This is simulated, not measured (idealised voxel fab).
This is a process module. Its name is voxel self aligned vias.
Cross-section cut: width 175 nm, square cells of 5 nm.
Cross-section, as written here: a square-cell grid given band by band from the top down, where a band holds one or more rows of cells.
Within each band entry, the heights of the top and of the bottom of the band appear first, in that order and in nm; the materials of the band then follow from left to right, each with its corresponding width in nm. The designation "full width" on a single material indicates that it fills the band from edge to edge; the designation "blank" indicates empty space.
Height is counted from the level 0, under which the received wafer is composed throughout of one material. The lowest of the bands is not closed at the bottom but continues downward, in the notation "z 0 and below".
You'd read "30->40" like this: the band's top row of cells is as wide as the first number, its bottom row is as wide as the second, and going down, every row changes width by the same amount as the row before did.
"no change" means the step left every cell of the cross-section as it was.
You'll see "Sealed voids" listing empty spaces that have no way open to the top, as long as they're 8 cells or more; the notation is width x height at distance, where the distance is from the left edge, and all of it is in nm.
Read whatever lies past the settings on a step's line as the simulator's own remark about the step.
overlay nm: right-of-plan distance of the mask on a masked step; negative values mean left-of-plan.

### Process steps - plan
1) RECEIVE | material Si
2) CONFORMAL_DEP | material SiO2 | thk nm 15
3) CONFORMAL_DEP | material SiCN | thk nm 5
4) DIRECTIONAL_DEP | material lowk | thk nm 25
5) DIRECTIONAL_DEP | material aC | thk nm 15
6) PATTERN | tone open | mask id LINES | material resist | width nm 25 | pitch nm 65 | thk nm 35 | overlay nm 0
7) DIRECTIONAL_ETCH | etch materials aC | depth nm 15
8) STRIP | etch materials resist
9) DIRECTIONAL_ETCH | etch materials lowk | depth nm 25
10) STRIP | etch materials aC
11) CONFORMAL_DEP | material TiN | thk nm 5
12) FILL_DEP | material W | thk nm 10
13) CMP | height nm 45
14) SELECTIVE_ETCH | etch materials W Ru TiN | depth nm 5
15) FILL_DEP | material SiN | thk nm 5
16) CMP | height nm 45
17) DIRECTIONAL_DEP | material lowk | thk nm 15
18) MASKED_ETCH | tone open | mask id VIAS | width nm 35 | etch materials lowk | depth nm 15 | overlay nm 0
19) MASKED_ETCH | tone open | mask id VIAS | width nm 35 | etch materials SiN | depth nm 5 | overlay nm 0
20) CONFORMAL_DEP | material TiN | thk nm 5
21) FILL_DEP | material Cu | thk nm 5
22) CMP | height nm 60
23) CONFORMAL_DEP | material SiN | thk nm 5

### Cross-section of the wafer as it came to us, i.e., already through step 1
  z 0 and below: Si full width
  Sealed voids: none

### The module was run from the start shown above using the plan shown above, but one mistake was made doing it; the resulting wafer cross-section is below
  z 65 to 60: SiN full width
  z 60 to 50: Cu: 30, TiN: 5, lowk: 35, TiN: 5, Cu: 100
  z 50 to 45: TiN: 35, lowk: 35, TiN: 105
  z 45 to 40: lowk: 40, SiN: 25, lowk: 40, SiN: 25, lowk: 45
  z 40 to 25: lowk: 40, TiN: 5, W: 15, TiN: 5, lowk: 40, TiN: 5, W: 15, TiN: 5, lowk: 45
  z 25 to 20: lowk: 40, TiN: 25, lowk: 40, TiN: 25, lowk: 45
  z 20 to 15: SiCN full width
  z 15 to 0: SiO2 full width
  z 0 and below: Si full width
  Sealed voids: none
Diagnosis: not per plan at step 18, really ran MASKED_ETCH | tone cover | mask id VIAS | width nm 35 | etch materials lowk | depth nm 15 | overlay nm 0
